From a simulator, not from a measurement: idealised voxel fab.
The document below concerns the process module designated voxel ribs on slabs.
Shown is cross-section cut, with a width of 290 nm and square cells of size 5 nm.
A cross-section is a grid of square cells, given in bands from the top down. A band is one or more rows of cells. The entry gives the band's vertical extent as a top height and a bottom height in nm, then its horizontal make-up as materials from left to right, each with a width in nm. "air" stands for empty space; a single material marked "throughout" fills the band edge to edge. Where do heights start? At 0: under that level the wafer as delivered is made of one material only. And the lowest band has no floor; it just carries on downward, as in "0 down". Graded width ("30..40"): value in top row of band = first number; value in bottom row = second number; row-to-row change constant. For the purposes of this document, the phrase "all unchanged" attached to a step denotes that no cell within the cross-section was modified by that step. "Closed-off voids" means: voids of 8 cells or more that are shut off from the top with no open way through. Written width x height at distance, distance from the left edge, in nm. Past the settings on a step's line: simulator remark, on that step. A step line may carry the setting "overlay nm", which, for steps involving a mask, states the distance by which the mask lay to the right of its intended position; negative values denote displacement to the left.
Process steps - plan
1,RECEIVE | material Si
2,DIRECTIONAL_DEP | material SiO2 | thk nm 25
3,DIRECTIONAL_DEP | material polySi | thk nm 20
4,DIRECTIONAL_DEP | material aC | thk nm 15
5,PATTERN | tone cover | mask id RIB | material resist | width nm 25 | thk nm 35 | overlay nm 0
6,DIRECTIONAL_ETCH | etch materials aC | depth nm 15
7,STRIP | etch materials resist
8,DIRECTIONAL_ETCH | etch materials polySi | depth nm 5
9,STRIP | etch materials aC
10,DIRECTIONAL_DEP | material aC | thk nm 15
11,PATTERN | tone cover | mask id SLAB | material resist | width nm 85 | thk nm 30 | overlay nm 0
12,DIRECTIONAL_ETCH | etch materials aC | depth nm 15
13,STRIP | etch materials resist
14,DIRECTIONAL_ETCH | etch materials polySi | depth nm 15
15,STRIP | etch materials aC
16,FILL_DEP | material SiO2 | thk nm 20
17,CMP | height nm 55
18,DIRECTIONAL_DEP | material TiN | thk nm 10
19,PATTERN | tone cover | mask id HEATER | material resist | width nm 35 | thk nm 20 | overlay nm 0
20,DIRECTIONAL_ETCH | etch materials TiN | depth nm 10
21,STRIP | etch materials resist
22,CONFORMAL_DEP | material SiO2 | thk nm 10
Concerning the first of two wafers, which was run in accordance with the plan
As-received wafer cross-section (after step 1)
- 0 down = Si throughout
- Closed-off voids: none
Cross-section of the wafer after step 2
- 25 to 0 = SiO2 throughout
- No changes below 0.
Cross-section of the wafer after step 3
- 45 to 25 = polySi throughout
- No changes below 25.
Cross-section of the wafer after step 4
- 60 to 45 = aC throughout
- No changes below 45.
Cross-section of the wafer after step 5
- 95 to 60 = air: 130; resist: 25; air: 135
- No changes below 60.
Cross-section of the wafer after step 6
- 80 to 60 = air: 130; resist: 25; air: 135
- 60 to 45 = air: 130; aC: 25; air: 135
- No changes below 45.
Cross-section of the wafer after step 7
- 60 to 45 = air: 130; aC: 25; air: 135
- No changes below 45.
Cross-section of the wafer after step 8
- 60 to 45 = air: 130; aC: 25; air: 135
- 45 to 40 = air: 130; polySi: 25; air: 135
- No changes below 40.
Cross-section of the wafer after step 9
- 45 to 40 = air: 130; polySi: 25; air: 135
- No changes below 40.
Cross-section of the wafer after step 10
- 60 to 55 = air: 130; aC: 25; air: 135
- 55 to 45 = aC throughout
- 45 to 40 = aC: 130; polySi: 25; aC: 135
- No changes below 40.
Cross-section of the wafer after step 11
- 90 to 60 = air: 100; resist: 85; air: 105
- 60 to 55 = air: 100; resist: 30; aC: 25; resist: 30; air: 105
- No changes below 55.
Cross-section of the wafer after step 12
- 75 to 60 = air: 100; resist: 85; air: 105
- 60 to 55 = air: 100; resist: 30; aC: 25; resist: 30; air: 105
- 55 to 45 = air: 100; aC: 85; air: 105
- 45 to 40 = air: 100; aC: 30; polySi: 25; aC: 30; air: 105
- No changes below 40.
Cross-section of the wafer after step 13
- 60 to 55 = air: 130; aC: 25; air: 135
- No changes below 55.
Cross-section of the wafer after step 14
- 60 to 55 = air: 130; aC: 25; air: 135
- 55 to 45 = air: 100; aC: 85; air: 105
- 45 to 40 = air: 100; aC: 30; polySi: 25; aC: 30; air: 105
- 40 to 25 = air: 100; polySi: 85; air: 105
- No changes below 25.
Cross-section of the wafer after step 15
- 45 to 40 = air: 130; polySi: 25; air: 135
- No changes below 40.
Cross-section of the wafer after step 16
- 65 to 45 = SiO2 throughout
- 45 to 40 = SiO2: 130; polySi: 25; SiO2: 135
- 40 to 25 = SiO2: 100; polySi: 85; SiO2: 105
- No changes below 25.
Cross-section of the wafer after step 17
- 55 to 45 = SiO2 throughout
- No changes below 45.
Cross-section of the wafer after step 18
- 65 to 55 = TiN throughout
- No changes below 55.
Cross-section of the wafer after step 19
- 85 to 65 = air: 125; resist: 35; air: 130
- No changes below 65.
Cross-section of the wafer after step 20
- 85 to 65 = air: 125; resist: 35; air: 130
- 65 to 55 = air: 125; TiN: 35; air: 130
- No changes below 55.
Cross-section of the wafer after step 21
- 65 to 55 = air: 125; TiN: 35; air: 130
- No changes below 55.
Cross-section of the wafer after step 22
- 75 to 65 = air: 115; SiO2: 55; air: 120
- 65 to 55 = SiO2: 125; TiN: 35; SiO2: 130
- No changes below 55.
Second wafer: same start and same plan as the first, one execution error; identical to the first through step 18
Second wafer, cross-section, planned end of step 19
- 85 to 65 = air: 130; resist: 35; air: 125
- No changes below 65.
Second wafer, cross-section, planned end of step 20
- 85 to 65 = air: 130; resist: 35; air: 125
- 65 to 55 = air: 130; TiN: 35; air: 125
- No changes below 55.
Second wafer, cross-section, planned end of step 21
- 65 to 55 = air: 130; TiN: 35; air: 125
- No changes below 55.
Second wafer, cross-section, planned end of step 22
- 75 to 65 = air: 120; SiO2: 55; air: 115
- 65 to 55 = SiO2: 130; TiN: 35; SiO2: 125
- No changes below 55.
Nonconformance to the process plan: step 19 deviated from plan and actually ran as PATTERN | tone cover | mask id HEATER | material resist | width nm 35 | thk nm 20 | overlay nm 5
In the final comparison it is observed that the number of cells assigned to each material is identical for the two wafers, whereas their placement is not.
